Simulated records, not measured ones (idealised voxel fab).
Herein follows the process module entitled voxel spacer lines.
Cross-section cut spans 275 nm and uses square cells 5 nm in size.
Throughout this document, each cross-section is represented as a grid of square cells and is presented as a sequence of bands enumerated from the top downward, where a band comprises one or more rows of cells.
Each band's line starts with the height of the band's top and of its bottom, in nm. Then come its materials from left to right, each with its width in nm. One material with "throughout" fills the band from edge to edge. "empty" is empty space.
Counting heights begins at 0, where everything beneath is, in the wafer as received, one material. The lowest band has no bottom; it goes on downwards, as "0..down" shows.
With a width like "30 to 40", each row of cells in the band differs from the next by the same amount, the top row carrying the first number and the bottom row the second.
Basically "nothing changed" means that step didn't change any cell in the cross-section.
Basically, "Completely enclosed voids" tells you about the enclosed voids: empty spaces with no open way to the top, 8 cells or bigger, each written width x height at distance, where distance is from the left edge, all in nm.
That trailing text on a step's line, after the settings, is the simulator's own remark on the step.
"overlay nm" answers the question of how far to the right of plan the mask lay on a step that has a mask, and when it is negative the answer is to the left.

# The steps planned for the process are as follows
1. RECEIVE, material Si
2. CONFORMAL_DEP, material SiO2, thk nm 5
3. DIRECTIONAL_DEP, material TiN, thk nm 20
4. DIRECTIONAL_DEP, material polySi, thk nm 30
5. PATTERN, tone cover, mask id MANDREL, material resist, width nm 15, pitch nm 60, thk nm 40, overlay nm 0
6. DIRECTIONAL_ETCH, etch materials polySi, depth nm 30
7. STRIP, etch materials resist
8. CONFORMAL_DEP, material SiN, thk nm 15
9. DIRECTIONAL_ETCH, etch materials SiN, depth nm 15
10. STRIP, etch materials polySi
11. DIRECTIONAL_ETCH, etch materials TiN, depth nm 20
12. STRIP, etch materials SiN

# So this is the incoming wafer in cross-section - it's already been through step 1
    0..down = Si throughout
    Completely enclosed voids: none

# This is how the wafer looks in cross-section once the module is done, given the starting state and plan above and one mistake in carrying the plan out
    70..55 = empty: 55 | SiO2: 45 | empty: 15 | SiO2: 45 | empty: 15 | SiO2: 45 | empty: 55
    55..40 = empty: 55 | SiO2: 15 | polySi: 15 | SiO2: 15 | empty: 15 | SiO2: 15 | polySi: 15 | SiO2: 15 | empty: 15 | SiO2: 15 | polySi: 15 | SiO2: 15 | empty: 55
    40..25 = SiO2: 70 | polySi: 15 | SiO2: 45 | polySi: 15 | SiO2: 45 | polySi: 15 | SiO2: 70
    25..5 = TiN throughout
    5..0 = SiO2 throughout
    0..down = Si throughout
    Completely enclosed voids: none
Heads up, the wafer didn't run the way we planned it: rather than as planned, step 8 actually ran as CONFORMAL_DEP, material SiO2, thk nm 15
